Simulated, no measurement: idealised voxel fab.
process module | voxel self aligned vias
Xsec cut, 235 nm wide, square cell size 5 nm.
Format of a cross-section: grid, square cells. Given as bands. Order: top down. Band: one or more rows of cells. Heights first: top, then bottom, in nm. Then materials, left to right, each with a width in nm. "everywhere" on a single material: fills the band edge to edge. "blank": empty space. The level at which height equals 0 is the one under which the wafer, as it arrives, is entirely one material. No lower edge exists for the bottom band, which continues downward and is notated as in "0 nm and below". Width spec "30->40" -> top row of cells at first value, bottom row at second value, equal per-row change in between. Given "remained the same" for a step, no cell of the cross-section differs between before and after that step. Closed-off voids of 8+ cells (no open route to the top) go in "Sealed internal voids", written width x height at distance from the left edge, in nm. Text after the settings on a step's line: the simulator's own remark on that step. overlay nm: mask offset rightward from planned place, masked step; negative means leftward offset.

**Steps planned for the process**
| 1 | RECEIVE with material Si |
| 2 | CONFORMAL_DEP with material SiO2, thk nm 10 |
| 3 | CONFORMAL_DEP with material SiCN, thk nm 5 |
| 4 | DIRECTIONAL_DEP with material SiO2, thk nm 20 |
| 5 | PATTERN with tone open, mask id LINES, material resist, width nm 20, pitch nm 60, thk nm 20, overlay nm 0 |
| 6 | DIRECTIONAL_ETCH with etch materials SiO2, depth nm 20 |
| 7 | STRIP with etch materials resist |
| 8 | CONFORMAL_DEP with material TiN, thk nm 5 |
| 9 | FILL_DEP with material Ru, thk nm 5 |
| 10 | CMP with height nm 35 |
| 11 | SELECTIVE_ETCH with etch materials W Ru TiN, depth nm 10 |
| 12 | FILL_DEP with material SiN, thk nm 5 |
| 13 | CMP with height nm 35 |
| 14 | DIRECTIONAL_DEP with material SiO2, thk nm 20 |
| 15 | DIRECTIONAL_DEP with material aC, thk nm 15 |
| 16 | PATTERN with tone open, mask id VIAS, material resist, width nm 30, thk nm 35, overlay nm 0 |
| 17 | DIRECTIONAL_ETCH with etch materials aC, depth nm 15 |
| 18 | STRIP with etch materials resist |
| 19 | DIRECTIONAL_ETCH with etch materials SiO2, depth nm 20 |
| 20 | DIRECTIONAL_ETCH with etch materials SiN, depth nm 10 |
| 21 | STRIP with etch materials aC |
| 22 | CONFORMAL_DEP with material TiN, thk nm 5 |
| 23 | FILL_DEP with material Ru, thk nm 5 |
| 24 | CMP with height nm 55 |
| 25 | CONFORMAL_DEP with material SiN, thk nm 5 |

**Wafer cross-section on receipt, i.e. after step 1**
  0 nm and below  Si everywhere
  Sealed internal voids: none

**The first of two wafers, cross-sectioned at the end of the module, with the run proceeding as planned**
  60 nm to 55 nm  SiN everywhere
  55 nm to 40 nm  70 SiO2; 5 TiN; 20 Ru; 5 TiN; 135 SiO2
  40 nm to 35 nm  70 SiO2; 10 TiN; 10 Ru; 10 TiN; 135 SiO2
  35 nm to 30 nm  75 SiO2; 5 TiN; 10 Ru; 5 TiN; 40 SiO2; 20 SiN; 80 SiO2
  30 nm to 25 nm  75 SiO2; 20 TiN; 40 SiO2; 20 SiN; 80 SiO2
  25 nm to 20 nm  75 SiO2; 5 TiN; 10 Ru; 5 TiN; 40 SiO2; 5 TiN; 10 Ru; 5 TiN; 80 SiO2
  20 nm to 15 nm  75 SiO2; 20 TiN; 40 SiO2; 20 TiN; 80 SiO2
  15 nm to 10 nm  SiCN everywhere
  10 nm to 0 nm  SiO2 everywhere
  0 nm and below  Si everywhere
  Sealed internal voids: none

**Module end: cross-section of wafer two of two. Same start and process plan as the first wafer. One mistake during execution**
  60 nm to 55 nm  SiN everywhere
  55 nm to 40 nm  70 SiO2; 5 TiN; 20 Ru; 5 TiN; 135 SiO2
  40 nm to 35 nm  70 SiO2; 30 TiN; 135 SiO2
  35 nm to 25 nm  70 SiN; 5 TiN; 20 SiO2; 5 TiN; 35 SiN; 20 SiO2; 80 SiN
  25 nm to 20 nm  70 Ru; 5 TiN; 20 SiO2; 5 TiN; 30 Ru; 5 TiN; 20 SiO2; 5 TiN; 75 Ru
  20 nm to 15 nm  75 TiN; 20 SiO2; 40 TiN; 20 SiO2; 80 TiN
  15 nm to 10 nm  SiCN everywhere
  10 nm to 0 nm  SiO2 everywhere
  0 nm and below  Si everywhere
  Sealed internal voids: none
What broke from the plan during processing? so step 5 ended up running with a different setting than we planned, it ran as PATTERN with tone cover, mask id LINES, material resist, width nm 20, pitch nm 60, thk nm 20, overlay nm 0
Heads up, by the end the second wafer has more or fewer cells of some materials compared to the first: +27 Ru; +66 SiN; -124 SiO2; +31 TiN
